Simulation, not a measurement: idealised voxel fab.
This is a process module. Its name is voxel tone inversion.
Displayed cross-section: cut, width of 195 nm, square cells sized 5 nm.
Each cross-section below is a grid of square cells, stated as bands in top-down order, with one or more rows of cells making up each band.
Top height, bottom height, nm. Materials left to right, width each, nm. Single material + "throughout" = fills band edge to edge. "empty" = empty.
Zero point of the height axis is 0; under it, received wafer = one material. Lowest band: continues down indefinitely, "top 0, no bottom".
A width such as "30..40" changes by the same amount from each row of cells to the next, from the band's top row to its bottom row.
Where the words "same as before" appear for a step, the cross-section shows no cell changed by that step; every cell remained as before.
So "Non-vented voids" is basically the list of trapped voids: any empty space of 8 cells or more that can't reach the top through an opening. They're written width x height at distance, the distance being from the left edge, and it's all nm.
after a step's settings: what the simulator itself notes on the step
When a step includes a mask, the "overlay nm" setting on its line states how far to the right of its planned place that mask lay, and negative values state how far to the left.
[Set out below are the planned steps of the process]
1. RECEIVE with material Si
2. CONFORMAL_DEP with material SiN, thk nm 10
3. DIRECTIONAL_DEP with material aC, thk nm 15
4. PATTERN with tone cover, mask id POSTS, material resist, width nm 20, pitch nm 45, thk nm 25, overlay nm 0
5. DIRECTIONAL_ETCH with etch materials aC, depth nm 15
6. STRIP with etch materials resist
7. FILL_DEP with material lowk, thk nm 5
8. CMP with height nm 25
9. STRIP with etch materials aC
[Cross-section of the wafer upon arrival, representing the state reached after step 1]
	top 0, no bottom = Si throughout
	Non-vented voids: none
[Module complete - cross-section of the first of two wafers, run according to plan]
	top 25, bottom 10 = lowk (65), empty (20), lowk (25), empty (20), lowk (65)
	top 10, bottom 0 = SiN throughout
	top 0, no bottom = Si throughout
	Non-vented voids: none
[Wafer two, sectioned after the module: the first wafer's start, the first wafer's plan, and one mistake in how it was run]
	top 25, bottom 10 = lowk (60), empty (30), lowk (15), empty (30), lowk (60)
	top 10, bottom 0 = SiN throughout
	top 0, no bottom = Si throughout
	Non-vented voids: none
What broke from the plan during processing? step 4 did not happen as planned, as run it was PATTERN with tone cover, mask id POSTS, material resist, width nm 30, pitch nm 45, thk nm 25, overlay nm 0
At the finish, the second wafer shows more or fewer cells for some materials than the first does: -12 lowk
